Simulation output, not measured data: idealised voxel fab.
The document below concerns the process module designated voxel gate over fins.
295 nm wide, 5 nm square cells: that's cross-section cut.
A cross-section is a grid of square cells, given in bands from the top down. A band is one or more rows of cells. Basically the band line says how high the top is and how high the bottom is, in nm, and then what's in it from left to right, every material with its width in nm. Empty space shows up as "air", and if a single material carries "edge to edge" it runs the full band edge to edge. For the purposes of this specification, 0 denotes the height below which the wafer in its as-received condition is composed wholly of one material, and the lowermost band, lacking a lower limit, extends downward without end, as expressed in "0 and below". Top row gets the first number, bottom row gets the second, and each row in between changes by the same step: that is how a band width like "30->40" works. The cross-section has no changed cell in any step marked "no alterations made". You'll see "Trapped cavities" listing empty spaces that have no way open to the top, as long as they're 8 cells or more; the notation is width x height at distance, where the distance is from the left edge, and all of it is in nm. What comes after the settings on a step's line is commentary from the simulator itself on that step. overlay nm: for a step with a mask, the amount by which the mask lay right of where it was planned; a negative amount means left of it.

**Planned step list for the process**
| 1 | RECEIVE: material Si |
| 2 | CONFORMAL_DEP: material SiN, thk nm 10 |
| 3 | DIRECTIONAL_DEP: material aC, thk nm 15 |
| 4 | PATTERN: tone cover, mask id FINS, material resist, width nm 15, pitch nm 35, thk nm 35, overlay nm 0 |
| 5 | DIRECTIONAL_ETCH: etch materials aC, depth nm 15 |
| 6 | STRIP: etch materials resist |
| 7 | DIRECTIONAL_ETCH: etch materials SiN, depth nm 10 |
| 8 | DIRECTIONAL_ETCH: etch materials Si, depth nm 40 |
| 9 | STRIP: etch materials aC |
| 10 | FILL_DEP: material SiO2, thk nm 10 |
| 11 | CMP: height nm 10 |
| 12 | SELECTIVE_ETCH: etch materials SiO2, depth nm 20 |
| 13 | STRIP: etch materials SiN |
| 14 | CONFORMAL_DEP: material HfO2, thk nm 5 |
| 15 | CONFORMAL_DEP: material TiN, thk nm 5 |
| 16 | CONFORMAL_DEP: material TiAl, thk nm 5 |
| 17 | CONFORMAL_DEP: material TiN, thk nm 5 |
| 18 | FILL_DEP: material W, thk nm 15 |
| 19 | CMP: height nm 30 |
| 20 | CONFORMAL_DEP: material SiCN, thk nm 5 |

**Cross-sectional view of the wafer in its as-received condition, corresponding to the state after step 1**
	0 and below | Si edge to edge
	Trapped cavities: none

**The first of two wafers, cross-sectioned at the end of the module, with the run proceeding as planned**
	35 down to 30 | SiCN edge to edge
	30 down to 20 | W edge to edge
	20 down to 15 | 100 W, 90 TiN, 105 W
	15 down to 10 | 100 W, 5 TiN, 80 TiAl, 5 TiN, 105 W
	10 down to 5 | 105 TiN, 5 TiAl, 70 TiN, 5 TiAl, 110 TiN
	5 down to 0 | 110 TiAl, 5 TiN, 25 HfO2, 10 TiN, 25 HfO2, 5 TiN, 115 TiAl
	0 down to -5 | 115 TiN, 5 HfO2, 15 Si, 5 HfO2, 10 TiN, 5 HfO2, 15 Si, 5 HfO2, 120 TiN
	-5 down to -10 | 120 HfO2, 15 Si, 20 HfO2, 15 Si, 125 HfO2
	-10 down to -40 | 120 SiO2, 15 Si, 20 SiO2, 15 Si, 125 SiO2
	-40 and below | Si edge to edge
	Trapped cavities: none

**Second of two wafers, module complete, sectioned: it shares the first wafer's start and plan but was run with one mistake**
	35 down to 30 | SiCN edge to edge
	30 down to 20 | W edge to edge
	20 down to 15 | 95 W, 90 TiN, 110 W
	15 down to 10 | 95 W, 5 TiN, 80 TiAl, 5 TiN, 110 W
	10 down to 5 | 100 TiN, 5 TiAl, 70 TiN, 5 TiAl, 115 TiN
	5 down to 0 | 105 TiAl, 5 TiN, 25 HfO2, 10 TiN, 25 HfO2, 5 TiN, 120 TiAl
	0 down to -5 | 110 TiN, 5 HfO2, 15 Si, 5 HfO2, 10 TiN, 5 HfO2, 15 Si, 5 HfO2, 125 TiN
	-5 down to -10 | 115 HfO2, 15 Si, 20 HfO2, 15 Si, 130 HfO2
	-10 down to -40 | 115 SiO2, 15 Si, 20 SiO2, 15 Si, 130 SiO2
	-40 and below | Si edge to edge
	Trapped cavities: none
So what did we get wrong on this run? contrary to plan, step 4 was performed as PATTERN: tone cover, mask id FINS, material resist, width nm 15, pitch nm 35, thk nm 35, overlay nm -5
End check, second vs first wafer: material counts in cells match, positions do not.
